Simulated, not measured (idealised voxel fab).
Process module name: voxel air gaps
The cross-section shown here is cut; it is 180 nm wide and divided into square cells measuring 5 nm on a side.
Each cross-section below is a grid of square cells, stated as bands in top-down order, with one or more rows of cells making up each band. This entry defines a band. It first specifies the height of the band's top and the height of its bottom in nm, and then specifies the band's materials from left to right, stating each material with its width in nm. The word "full width" identifies a single material that fills the band from edge to edge, while the word "air" identifies empty space. Measure heights from 0. That's the level where, below it, the as-received wafer is all one material. The lowest band is bottomless and extends downward; write it as in "top 0, no bottom". Graded width ("30..40"): value in top row of band = first number; value in bottom row = second number; row-to-row change constant. Any step labelled "left unchanged" changed none of the cells in the cross-section. "Enclosed void entries": sealed empty spaces, 8 cells or more, no open way to top, listed width x height at distance, with distance from the left edge and width, height and distance in nm. Step line, after settings: the simulator's comment on this step. overlay nm, on a step with a mask: how far to the right of its planned place the mask lay; to the left if negative.

These are the steps we planned for the process:
1: op RECEIVE | material Si
2: op CONFORMAL_DEP | material SiO2 | thk nm 15
3: op CONFORMAL_DEP | material SiN | thk nm 5
4: op DIRECTIONAL_DEP | material SiO2 | thk nm 40
5: op PATTERN | tone open | mask id LINES | material resist | width nm 15 | pitch nm 45 | thk nm 20 | overlay nm 0
6: op DIRECTIONAL_ETCH | etch materials SiO2 | depth nm 40
7: op STRIP | etch materials resist
8: op CONFORMAL_DEP | material TiN | thk nm 5
9: op FILL_DEP | material W | thk nm 5
10: op CMP | height nm 60
11: op EPI | material Ru | thk nm 10
12: op SELECTIVE_ETCH | etch materials SiO2 | depth nm 50
13: op CONFORMAL_DEP | material SiCN | thk nm 5

Wafer at receipt (post step 1), cross-section:
top 0, no bottom | Si full width
Enclosed void entries: none

Result of the module, cross-sectioned: start per above, plan per above, one error in how it was run:
top 75, bottom 70 | SiCN full width
top 70, bottom 60 | Ru full width
top 60, bottom 20 | W full width
top 20, bottom 15 | SiN full width
top 15, bottom 0 | SiO2 full width
top 0, no bottom | Si full width
Enclosed void entries: none
Nonconformance to the process plan: step 4: run off-plan, actual operation and settings op DIRECTIONAL_DEP | material W | thk nm 40
